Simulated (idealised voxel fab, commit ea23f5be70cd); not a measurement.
process module | voxel self aligned contacts
cross-section cut | 145 nm wide | cells 5 nm
A cross-section is a grid of square cells, given in bands from the top down. A band is one or more rows of cells.
Each band's line starts with the height of the band's top and of its bottom, in nm. Then come its materials from left to right, each with its width in nm. One material with "throughout" fills the band from edge to edge. "air" is empty space.
Height 0 is the level under which the wafer as received is all one material. The lowest band goes on downwards, as in "0 down".
A width such as "30 to 40" changes by the same amount from each row of cells to the next, from the band's top row to its bottom row.
"no change" after a step means that no cell of the cross-section changed.
closed voids: empty space of 8 cells or more with no open way to the top, each as width x height at its distance from the left edge, in nm
after a step's settings: what the simulator itself notes on the step
overlay nm, on a step with a mask: how far to the right of its planned place the mask lay; to the left if negative
plan
1 op RECEIVE | material Si
2 op CONFORMAL_DEP | material SiO2 | thk nm 5
3 op DIRECTIONAL_DEP | material polySi | thk nm 30
4 op DIRECTIONAL_DEP | material SiN | thk nm 20
5 op MASKED_ETCH | tone cover | mask id GATE | width nm 25 | pitch nm 60 | etch materials SiN | depth nm 20 | overlay nm 0
6 op MASKED_ETCH | tone cover | mask id GATE | width nm 25 | pitch nm 60 | etch materials polySi | depth nm 30 | overlay nm 0
7 op CONFORMAL_DEP | material SiN | thk nm 5
8 op DIRECTIONAL_ETCH | etch materials SiN | depth nm 5
9 op FILL_DEP | material SiO2 | thk nm 20
10 op CMP | height nm 65
11 op DIRECTIONAL_DEP | material aC | thk nm 15
12 op PATTERN | tone open | mask id CONTACT | material resist | width nm 45 | thk nm 30 | overlay nm 0
13 op DIRECTIONAL_ETCH | etch materials aC | depth nm 15
14 op STRIP | etch materials resist
15 op DIRECTIONAL_ETCH | etch materials SiO2 | depth nm 65
16 op STRIP | etch materials aC
17 op CONFORMAL_DEP | material TiN | thk nm 5
18 op FILL_DEP | material Ru | thk nm 5
19 op CMP | height nm 65
20 op CONFORMAL_DEP | material SiN | thk nm 5
as received, after step 1
  0 down: Si throughout
  closed voids: none
first wafer at the end, as planned
  70 to 65: SiN throughout
  65 to 55: SiO2 50 | TiN 5 to 15 | Ru 35 to 15 | TiN 5 to 15 | SiO2 50
  55 to 35: SiO2 25 | SiN 35 | TiN 5 | Ru 15 | TiN 5 | SiN 35 | SiO2 25
  35 to 5: SiO2 25 | SiN 5 | polySi 25 | SiN 5 | TiN 5 | Ru 15 | TiN 5 | SiN 5 | polySi 25 | SiN 5 | SiO2 25
  5 to 0: SiO2 60 | TiN 25 | SiO2 60
  0 down: Si throughout
  closed voids: none
second wafer at the end: like start, like plan, one mistake
  70 to 65: SiN throughout
  65 to 55: SiO2 50 | polySi 5 to 15 | Ru 35 to 15 | polySi 5 to 15 | SiO2 50
  55 to 35: SiO2 25 | SiN 35 | polySi 5 | Ru 15 | polySi 5 | SiN 35 | SiO2 25
  35 to 5: SiO2 25 | SiN 5 | polySi 25 | SiN 5 | polySi 5 | Ru 15 | polySi 5 | SiN 5 | polySi 25 | SiN 5 | SiO2 25
  5 to 0: SiO2 60 | polySi 25 | SiO2 60
  0 down: Si throughout
  closed voids: none
what went wrong: step 17 ran as: op CONFORMAL_DEP | material polySi | thk nm 5
at the end the second wafer has, in cells: 33 fewer of TiN | 33 more of polySi
